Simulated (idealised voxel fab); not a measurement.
Process module, titled voxel self aligned contacts
The width of the displayed cross-section, cut, is 250 nm; its cells are square, with a size of 5 nm.
In this document a cross-section is written as a grid of square cells. It is given as a series of bands, listed from the top down, and a band is one or more rows of cells. Each band's line starts with the height of the band's top and of its bottom, in nm. Then come its materials from left to right, each with its width in nm. One material with "edge to edge" fills the band from edge to edge. "blank" is empty space. Heights from 0 (as-received wafer is one material below). Bottom band endless downward, as "z 0 and below". Quick explanation for "30->40": the width changes in equal steps down the rows of cells, from the first number in the band's top row to the second number in its bottom row. Any step labelled "same as before" changed none of the cells in the cross-section. Enclosed voids (no open way to top), threshold 8 cells or more, entry "Fully sealed cavities", notation width x height at distance, distance from left edge, nm. after a step's settings: what the simulator itself notes on the step. overlay nm: mask right of planned place by this much (step with mask). Neg. = left.

Process steps (planned):
1 RECEIVE [material Si]
2 OXIDIZE [depth nm 5]
3 DIRECTIONAL_DEP [material polySi] [thk nm 20]
4 DIRECTIONAL_DEP [material SiN] [thk nm 20]
5 MASKED_ETCH [tone cover] [mask id GATE] [width nm 25] [pitch nm 60] [etch materials SiN] [depth nm 20] [overlay nm 0]
6 MASKED_ETCH [tone cover] [mask id GATE] [width nm 25] [pitch nm 60] [etch materials polySi] [depth nm 20] [overlay nm 0]
7 CONFORMAL_DEP [material SiN] [thk nm 10]
8 DIRECTIONAL_ETCH [etch materials SiN] [depth nm 10]
9 FILL_DEP [material SiO2] [thk nm 10]
10 CMP [height nm 45]
11 MASKED_ETCH [tone open] [mask id CONTACT] [width nm 45] [pitch nm 60] [etch materials SiO2] [depth nm 50] [overlay nm 0]
12 CONFORMAL_DEP [material TiN] [thk nm 5]
13 FILL_DEP [material Ru] [thk nm 10]
14 CMP [height nm 45]
15 CONFORMAL_DEP [material SiCN] [thk nm 5]

First out of two wafers; run went to plan:

Shown in cross-section is the wafer as received, that is, as it stands after step 1:
    z 0 and below | Si edge to edge
    Fully sealed cavities: none

You're looking at a cross-section of the wafer after step 2:
    z 0 to -5 | SiO2 edge to edge
    For the remainder of the cross-section, below -5, there is no change.

You're looking at a cross-section of the wafer after step 3:
    z 20 to 0 | polySi edge to edge
    For the remainder of the cross-section, below 0, there is no change.

You're looking at a cross-section of the wafer after step 4:
    z 40 to 20 | SiN edge to edge
    For the remainder of the cross-section, below 20, there is no change.

You're looking at a cross-section of the wafer after step 5:
    z 40 to 20 | blank 50 nm, SiN 25 nm, blank 35 nm, SiN 25 nm, blank 35 nm, SiN 25 nm, blank 55 nm
    For the remainder of the cross-section, below 20, there is no change.

You're looking at a cross-section of the wafer after step 6:
    z 40 to 20 | blank 50 nm, SiN 25 nm, blank 35 nm, SiN 25 nm, blank 35 nm, SiN 25 nm, blank 55 nm
    z 20 to 0 | blank 50 nm, polySi 25 nm, blank 35 nm, polySi 25 nm, blank 35 nm, polySi 25 nm, blank 55 nm
    For the remainder of the cross-section, below 0, there is no change.

You're looking at a cross-section of the wafer after step 7:
    z 50 to 20 | blank 40 nm, SiN 45 nm, blank 15 nm, SiN 45 nm, blank 15 nm, SiN 45 nm, blank 45 nm
    z 20 to 10 | blank 40 nm, SiN 10 nm, polySi 25 nm, SiN 10 nm, blank 15 nm, SiN 10 nm, polySi 25 nm, SiN 10 nm, blank 15 nm, SiN 10 nm, polySi 25 nm, SiN 10 nm, blank 45 nm
    z 10 to 0 | SiN 50 nm, polySi 25 nm, SiN 35 nm, polySi 25 nm, SiN 35 nm, polySi 25 nm, SiN 55 nm
    For the remainder of the cross-section, below 0, there is no change.

You're looking at a cross-section of the wafer after step 8:
    z 40 to 20 | blank 40 nm, SiN 45 nm, blank 15 nm, SiN 45 nm, blank 15 nm, SiN 45 nm, blank 45 nm
    z 20 to 0 | blank 40 nm, SiN 10 nm, polySi 25 nm, SiN 10 nm, blank 15 nm, SiN 10 nm, polySi 25 nm, SiN 10 nm, blank 15 nm, SiN 10 nm, polySi 25 nm, SiN 10 nm, blank 45 nm
    For the remainder of the cross-section, below 0, there is no change.

You're looking at a cross-section of the wafer after step 9:
    z 50 to 40 | SiO2 edge to edge
    z 40 to 20 | SiO2 40 nm, SiN 45 nm, SiO2 15 nm, SiN 45 nm, SiO2 15 nm, SiN 45 nm, SiO2 45 nm
    z 20 to 0 | SiO2 40 nm, SiN 10 nm, polySi 25 nm, SiN 10 nm, SiO2 15 nm, SiN 10 nm, polySi 25 nm, SiN 10 nm, SiO2 15 nm, SiN 10 nm, polySi 25 nm, SiN 10 nm, SiO2 45 nm
    For the remainder of the cross-section, below 0, there is no change.

You're looking at a cross-section of the wafer after step 10:
    z 45 to 40 | SiO2 edge to edge
    For the remainder of the cross-section, below 40, there is no change.

You're looking at a cross-section of the wafer after step 11:
    z 45 to 40 | SiO2 70 nm, blank 45 nm, SiO2 15 nm, blank 45 nm, SiO2 75 nm
    z 40 to 20 | SiO2 40 nm, SiN 45 nm, blank 15 nm, SiN 45 nm, blank 15 nm, SiN 45 nm, SiO2 45 nm
    z 20 to 0 | SiO2 40 nm, SiN 10 nm, polySi 25 nm, SiN 10 nm, blank 15 nm, SiN 10 nm, polySi 25 nm, SiN 10 nm, blank 15 nm, SiN 10 nm, polySi 25 nm, SiN 10 nm, SiO2 45 nm
    z 0 to -5 | SiO2 85 nm, blank 15 nm, SiO2 45 nm, blank 15 nm, SiO2 90 nm
    For the remainder of the cross-section, below -5, there is no change.

You're looking at a cross-section of the wafer after step 12:
    z 50 to 45 | TiN 75 nm, blank 35 nm, TiN 25 nm, blank 35 nm, TiN 80 nm
    z 45 to 40 | SiO2 70 nm, TiN 20 nm, blank 5 nm, TiN 20 nm, SiO2 15 nm, TiN 20 nm, blank 5 nm, TiN 20 nm, SiO2 75 nm
    z 40 to 20 | SiO2 40 nm, SiN 45 nm, TiN 5 nm, blank 5 nm, TiN 5 nm, SiN 45 nm, TiN 5 nm, blank 5 nm, TiN 5 nm, SiN 45 nm, SiO2 45 nm
    z 20 to 0 | SiO2 40 nm, SiN 10 nm, polySi 25 nm, SiN 10 nm, TiN 5 nm, blank 5 nm, TiN 5 nm, SiN 10 nm, polySi 25 nm, SiN 10 nm, TiN 5 nm, blank 5 nm, TiN 5 nm, SiN 10 nm, polySi 25 nm, SiN 10 nm, SiO2 45 nm
    z 0 to -5 | SiO2 85 nm, TiN 15 nm, SiO2 45 nm, TiN 15 nm, SiO2 90 nm
    For the remainder of the cross-section, below -5, there is no change.

You're looking at a cross-section of the wafer after step 13:
    z 60 to 50 | Ru edge to edge
    z 50 to 45 | TiN 75 nm, Ru 35 nm, TiN 25 nm, Ru 35 nm, TiN 80 nm
    z 45 to 40 | SiO2 70 nm, TiN 20 nm, Ru 5 nm, TiN 20 nm, SiO2 15 nm, TiN 20 nm, Ru 5 nm, TiN 20 nm, SiO2 75 nm
    z 40 to 20 | SiO2 40 nm, SiN 45 nm, TiN 5 nm, Ru 5 nm, TiN 5 nm, SiN 45 nm, TiN 5 nm, Ru 5 nm, TiN 5 nm, SiN 45 nm, SiO2 45 nm
    z 20 to 0 | SiO2 40 nm, SiN 10 nm, polySi 25 nm, SiN 10 nm, TiN 5 nm, Ru 5 nm, TiN 5 nm, SiN 10 nm, polySi 25 nm, SiN 10 nm, TiN 5 nm, Ru 5 nm, TiN 5 nm, SiN 10 nm, polySi 25 nm, SiN 10 nm, SiO2 45 nm
    For the remainder of the cross-section, below 0, there is no change.

You're looking at a cross-section of the wafer after step 14:
    z 45 to 40 | SiO2 70 nm, TiN 20 nm, Ru 5 nm, TiN 20 nm, SiO2 15 nm, TiN 20 nm, Ru 5 nm, TiN 20 nm, SiO2 75 nm
    For the remainder of the cross-section, below 40, there is no change.

You're looking at a cross-section of the wafer after step 15:
    z 50 to 45 | SiCN edge to edge
    For the remainder of the cross-section, below 45, there is no change.

Companion wafer, the second of two: same beginning, same intended sequence, one mistake in carrying it out; through step 6 inclusive it tracks the first exactly:

Cross-section, second wafer, at the end time the plan gives for step 7:
    z 30 to 20 | blank 50 nm, SiN 25 nm, blank 35 nm, SiN 25 nm, blank 35 nm, SiN 25 nm, blank 55 nm
    For the remainder of the cross-section, below 20, there is no change.

Cross-section, second wafer, at the end time the plan gives for step 8:
    z 40 to 20 | blank 40 nm, SiN 45 nm, blank 15 nm, SiN 45 nm, blank 15 nm, SiN 45 nm, blank 45 nm
    z 20 to 10 | blank 40 nm, SiN 10 nm, polySi 25 nm, SiN 10 nm, blank 15 nm, SiN 10 nm, polySi 25 nm, SiN 10 nm, blank 15 nm, SiN 10 nm, polySi 25 nm, SiN 10 nm, blank 45 nm
    z 10 to 0 | SiN 50 nm, polySi 25 nm, SiN 35 nm, polySi 25 nm, SiN 35 nm, polySi 25 nm, SiN 55 nm
    For the remainder of the cross-section, below 0, there is no change.

Cross-section, second wafer, at the end time the plan gives for step 9:
    z 50 to 40 | SiO2 edge to edge
    z 40 to 20 | SiO2 40 nm, SiN 45 nm, SiO2 15 nm, SiN 45 nm, SiO2 15 nm, SiN 45 nm, SiO2 45 nm
    z 20 to 10 | SiO2 40 nm, SiN 10 nm, polySi 25 nm, SiN 10 nm, SiO2 15 nm, SiN 10 nm, polySi 25 nm, SiN 10 nm, SiO2 15 nm, SiN 10 nm, polySi 25 nm, SiN 10 nm, SiO2 45 nm
    For the remainder of the cross-section, below 10, there is no change.

Cross-section, second wafer, at the end time the plan gives for step 10:
    z 45 to 40 | SiO2 edge to edge
    For the remainder of the cross-section, below 40, there is no change.

Cross-section, second wafer, at the end time the plan gives for step 11:
    z 45 to 40 | SiO2 70 nm, blank 45 nm, SiO2 15 nm, blank 45 nm, SiO2 75 nm
    z 40 to 20 | SiO2 40 nm, SiN 45 nm, blank 15 nm, SiN 45 nm, blank 15 nm, SiN 45 nm, SiO2 45 nm
    z 20 to 10 | SiO2 40 nm, SiN 10 nm, polySi 25 nm, SiN 10 nm, blank 15 nm, SiN 10 nm, polySi 25 nm, SiN 10 nm, blank 15 nm, SiN 10 nm, polySi 25 nm, SiN 10 nm, SiO2 45 nm
    For the remainder of the cross-section, below 10, there is no change.

Cross-section, second wafer, at the end time the plan gives for step 12:
    z 50 to 45 | TiN 75 nm, blank 35 nm, TiN 25 nm, blank 35 nm, TiN 80 nm
    z 45 to 40 | SiO2 70 nm, TiN 20 nm, blank 5 nm, TiN 20 nm, SiO2 15 nm, TiN 20 nm, blank 5 nm, TiN 20 nm, SiO2 75 nm
    z 40 to 20 | SiO2 40 nm, SiN 45 nm, TiN 5 nm, blank 5 nm, TiN 5 nm, SiN 45 nm, TiN 5 nm, blank 5 nm, TiN 5 nm, SiN 45 nm, SiO2 45 nm
    z 20 to 15 | SiO2 40 nm, SiN 10 nm, polySi 25 nm, SiN 10 nm, TiN 5 nm, blank 5 nm, TiN 5 nm, SiN 10 nm, polySi 25 nm, SiN 10 nm, TiN 5 nm, blank 5 nm, TiN 5 nm, SiN 10 nm, polySi 25 nm, SiN 10 nm, SiO2 45 nm
    z 15 to 10 | SiO2 40 nm, SiN 10 nm, polySi 25 nm, SiN 10 nm, TiN 15 nm, SiN 10 nm, polySi 25 nm, SiN 10 nm, TiN 15 nm, SiN 10 nm, polySi 25 nm, SiN 10 nm, SiO2 45 nm
    For the remainder of the cross-section, below 10, there is no change.

Cross-section, second wafer, at the end time the plan gives for step 13:
    z 60 to 50 | Ru edge to edge
    z 50 to 45 | TiN 75 nm, Ru 35 nm, TiN 25 nm, Ru 35 nm, TiN 80 nm
    z 45 to 40 | SiO2 70 nm, TiN 20 nm, Ru 5 nm, TiN 20 nm, SiO2 15 nm, TiN 20 nm, Ru 5 nm, TiN 20 nm, SiO2 75 nm
    z 40 to 20 | SiO2 40 nm, SiN 45 nm, TiN 5 nm, Ru 5 nm, TiN 5 nm, SiN 45 nm, TiN 5 nm, Ru 5 nm, TiN 5 nm, SiN 45 nm, SiO2 45 nm
    z 20 to 15 | SiO2 40 nm, SiN 10 nm, polySi 25 nm, SiN 10 nm, TiN 5 nm, Ru 5 nm, TiN 5 nm, SiN 10 nm, polySi 25 nm, SiN 10 nm, TiN 5 nm, Ru 5 nm, TiN 5 nm, SiN 10 nm, polySi 25 nm, SiN 10 nm, SiO2 45 nm
    For the remainder of the cross-section, below 15, there is no change.

Cross-section, second wafer, at the end time the plan gives for step 14:
    z 45 to 40 | SiO2 70 nm, TiN 20 nm, Ru 5 nm, TiN 20 nm, SiO2 15 nm, TiN 20 nm, Ru 5 nm, TiN 20 nm, SiO2 75 nm
    For the remainder of the cross-section, below 40, there is no change.

Cross-section, second wafer, at the end time the plan gives for step 15:
    z 50 to 45 | SiCN edge to edge
    For the remainder of the cross-section, below 45, there is no change.
Plan not followed: steps 7 and 8 swapped
Counted in cells at the end, the second wafer holds more or fewer of these materials than the first: Ru -6; SiN +46; SiO2 -28; TiN -12
